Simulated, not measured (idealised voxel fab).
Proc. module: voxel local oxidation
Section cut is 185 nm wide and gridded with 5 nm square cells.
Cross-section, as written here: a square-cell grid given band by band from the top down, where a band holds one or more rows of cells.
First you get the band's top height and its bottom height, in nm, and then the materials it's made of, left to right, with each width in nm. If you see a single material with "edge to edge", that one covers the band edge to edge. "air" is empty space.
Counting heights begins at 0, where everything beneath is, in the wafer as received, one material. The lowest band has no bottom; it goes on downwards, as "0 down" shows.
It should be noted that a width expressed as "30->40" varies in equal increments from row to row of cells within the band, taking the value of the first number at the top row and that of the second number at the bottom row.
"no change" -> step changed no cross-section cell.
"Fully closed voids" contains a list of empty spaces, each no smaller than 8 cells and without an open way to the top, written in the form width x height at distance with the distance from the left edge and all three in nm.
What comes after the settings on a step's line is commentary from the simulator itself on that step.
overlay nm: for a step with a mask, the amount by which the mask lay right of where it was planned; a negative amount means left of it.

Steps planned for the process:
1. RECEIVE: material Si
2. OXIDIZE: depth nm 5
3. CONFORMAL_DEP: material SiN, thk nm 15
4. DIRECTIONAL_DEP: material aC, thk nm 15
5. PATTERN: tone cover, mask id ACTIVE, material resist, width nm 90, thk nm 35, overlay nm 0
6. DIRECTIONAL_ETCH: etch materials aC, depth nm 15
7. STRIP: etch materials resist
8. DIRECTIONAL_ETCH: etch materials SiN, depth nm 15
9. STRIP: etch materials aC
10. SELECTIVE_ETCH: etch materials SiO2, depth nm 5
11. OXIDIZE: depth nm 15
12. STRIP: etch materials SiN

Wafer, first of two, run as planned:

As-received wafer cross-section (after step 1):
	0 down  Si edge to edge
	Fully closed voids: none

Step 2 complete: cross-section through the wafer:
	0 to -5  SiO2 edge to edge
	Rest of section, below -5: as before.

Step 3 complete: cross-section through the wafer:
	15 to 0  SiN edge to edge
	Rest of section, below 0: as before.

Step 4 complete: cross-section through the wafer:
	30 to 15  aC edge to edge
	Rest of section, below 15: as before.

Step 5 complete: cross-section through the wafer:
	65 to 30  45 air | 90 resist | 50 air
	Rest of section, below 30: as before.

Step 6 complete: cross-section through the wafer:
	50 to 30  45 air | 90 resist | 50 air
	30 to 15  45 air | 90 aC | 50 air
	Rest of section, below 15: as before.

Step 7 complete: cross-section through the wafer:
	30 to 15  45 air | 90 aC | 50 air
	Rest of section, below 15: as before.

Step 8 complete: cross-section through the wafer:
	30 to 15  45 air | 90 aC | 50 air
	15 to 0  45 air | 90 SiN | 50 air
	Rest of section, below 0: as before.

Step 9 complete: cross-section through the wafer:
	15 to 0  45 air | 90 SiN | 50 air
	Rest of section, below 0: as before.

Step 10 complete: cross-section through the wafer:
	15 to 0  45 air | 90 SiN | 50 air
	0 to -5  50 air | 80 SiO2 | 55 air
	Rest of section, below -5: as before.

Step 11 complete: cross-section through the wafer:
	15 to 0  45 air | 90 SiN | 50 air
	0 to -5  50 air | 80 SiO2 | 55 air
	-5 to -20  65 SiO2 | 50 Si | 70 SiO2
	Rest of section, below -20: as before.

Step 12 complete: cross-section through the wafer:
	0 to -5  50 air | 80 SiO2 | 55 air
	Rest of section, below -5: as before.

It is to be noted that the second wafer proceeded from the same initial state and according to the same plan as the first, although one mistake was committed in its execution; through step 4, inclusive, the two wafers share an identical history:

when step 5 should have ended:
	65 to 30  45 resist | 90 air | 50 resist
	Rest of section, below 30: as before.

when step 6 should have ended:
	50 to 30  45 resist | 90 air | 50 resist
	30 to 15  45 aC | 90 air | 50 aC
	Rest of section, below 15: as before.

when step 7 should have ended:
	30 to 15  45 aC | 90 air | 50 aC
	Rest of section, below 15: as before.

when step 8 should have ended:
	30 to 15  45 aC | 90 air | 50 aC
	15 to 0  45 SiN | 90 air | 50 SiN
	Rest of section, below 0: as before.

when step 9 should have ended:
	15 to 0  45 SiN | 90 air | 50 SiN
	Rest of section, below 0: as before.

when step 10 should have ended:
	15 to 0  45 SiN | 90 air | 50 SiN
	0 to -5  40 SiO2 | 100 air | 45 SiO2
	Rest of section, below -5: as before.

when step 11 should have ended:
	15 to 0  45 SiN | 90 air | 50 SiN
	0 to -5  40 SiO2 | 100 air | 45 SiO2
	-5 to -20  25 Si | 130 SiO2 | 30 Si
	Rest of section, below -20: as before.

when step 12 should have ended:
	0 to -5  40 SiO2 | 100 air | 45 SiO2
	Rest of section, below -5: as before.
Processing error: step 5 was processed under conditions differing from the plan, specifically as PATTERN: tone open, mask id ACTIVE, material resist, width nm 90, thk nm 35, overlay nm 0
Count the cells at the end and the second wafer has more or fewer of some materials than the first: Si +3 | SiO2 -2
